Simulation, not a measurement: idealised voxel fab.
Title: Process Module voxel self aligned contacts
Displayed cross-section: cut, width of 155 nm, square cells sized 5 nm.
Each cross-section below is a grid of square cells, stated as bands in top-down order, with one or more rows of cells making up each band.
The entry gives the band's vertical extent as a top height and a bottom height in nm, then its horizontal make-up as materials from left to right, each with a width in nm. "blank" stands for empty space; a single material marked "all across" fills the band edge to edge.
Zero point of the height axis is 0; under it, received wafer = one material. Lowest band: continues down indefinitely, "0..down".
The width entry "30 to 40" should be interpreted row by row: the top row of cells in the band takes the first number, the bottom row takes the second number, and the change between adjacent rows is uniform throughout.
"left unchanged", as given for a step, is the statement that not any cell of the cross-section underwent a change during that step.
"Sealed void listing": sealed empty spaces, 8 cells or more, no open way to top, listed width x height at distance, with distance from the left edge and width, height and distance in nm.
Formally, on a step line, whatever follows the settings is a remark that the simulator itself makes on the step.
overlay nm: on a step with a mask, how far right of its planned place the mask lay; negative means left.

The steps planned for the process are as follows
1 RECEIVE, material Si
2 CONFORMAL_DEP, material SiO2, thk nm 5
3 DIRECTIONAL_DEP, material polySi, thk nm 20
4 DIRECTIONAL_DEP, material SiN, thk nm 15
5 PATTERN, tone cover, mask id GATE, material resist, width nm 30, pitch nm 55, thk nm 20, overlay nm 0
6 DIRECTIONAL_ETCH, etch materials SiN, depth nm 15
7 DIRECTIONAL_ETCH, etch materials polySi, depth nm 20
8 STRIP, etch materials resist
9 CONFORMAL_DEP, material SiN, thk nm 5
10 DIRECTIONAL_ETCH, etch materials SiN, depth nm 5
11 FILL_DEP, material SiO2, thk nm 10
12 CMP, height nm 45
13 DIRECTIONAL_DEP, material aC, thk nm 10
14 PATTERN, tone open, mask id CONTACT, material resist, width nm 35, thk nm 30, overlay nm 0
15 DIRECTIONAL_ETCH, etch materials aC, depth nm 10
16 STRIP, etch materials resist
17 DIRECTIONAL_ETCH, etch materials SiO2, depth nm 45
18 STRIP, etch materials aC
19 CONFORMAL_DEP, material TiN, thk nm 5
20 FILL_DEP, material W, thk nm 10
21 CMP, height nm 45
22 CONFORMAL_DEP, material SiCN, thk nm 5

So this is the incoming wafer in cross-section - it's already been through step 1
  0..down = Si all across
  Sealed void listing: none

End-of-module cross-section of the first of two wafers, processed as planned
  50..45 = SiCN all across
  45..40 = SiO2: 60 | TiN: 15 | W: 5 | TiN: 15 | SiO2: 60
  40..25 = SiO2: 30 | SiN: 40 | TiN: 5 | W: 5 | TiN: 5 | SiN: 40 | SiO2: 30
  25..5 = SiO2: 30 | SiN: 5 | polySi: 30 | SiN: 5 | TiN: 5 | W: 5 | TiN: 5 | SiN: 5 | polySi: 30 | SiN: 5 | SiO2: 30
  5..0 = SiO2: 70 | TiN: 15 | SiO2: 70
  0..down = Si all across
  Sealed void listing: none

Wafer two cross-section, module end. Start and plan unchanged from wafer one; one mistake made during the run
  65..60 = SiCN all across
  60..50 = W all across
  50..45 = TiN: 65 | W: 25 | TiN: 65
  45..40 = SiO2: 60 | TiN: 15 | W: 5 | TiN: 15 | SiO2: 60
  40..25 = SiO2: 30 | SiN: 40 | TiN: 5 | W: 5 | TiN: 5 | SiN: 40 | SiO2: 30
  25..5 = SiO2: 30 | SiN: 5 | polySi: 30 | SiN: 5 | TiN: 5 | W: 5 | TiN: 5 | SiN: 5 | polySi: 30 | SiN: 5 | SiO2: 30
  5..0 = SiO2: 70 | TiN: 15 | SiO2: 70
  0..down = Si all across
  Sealed void listing: none
Run error: yeah, step 21 of the plan got skipped, never ran
Wrapping up, a cell-based count of both wafers puts the second over or under the first for these materials: 26 more of TiN, 67 more of W
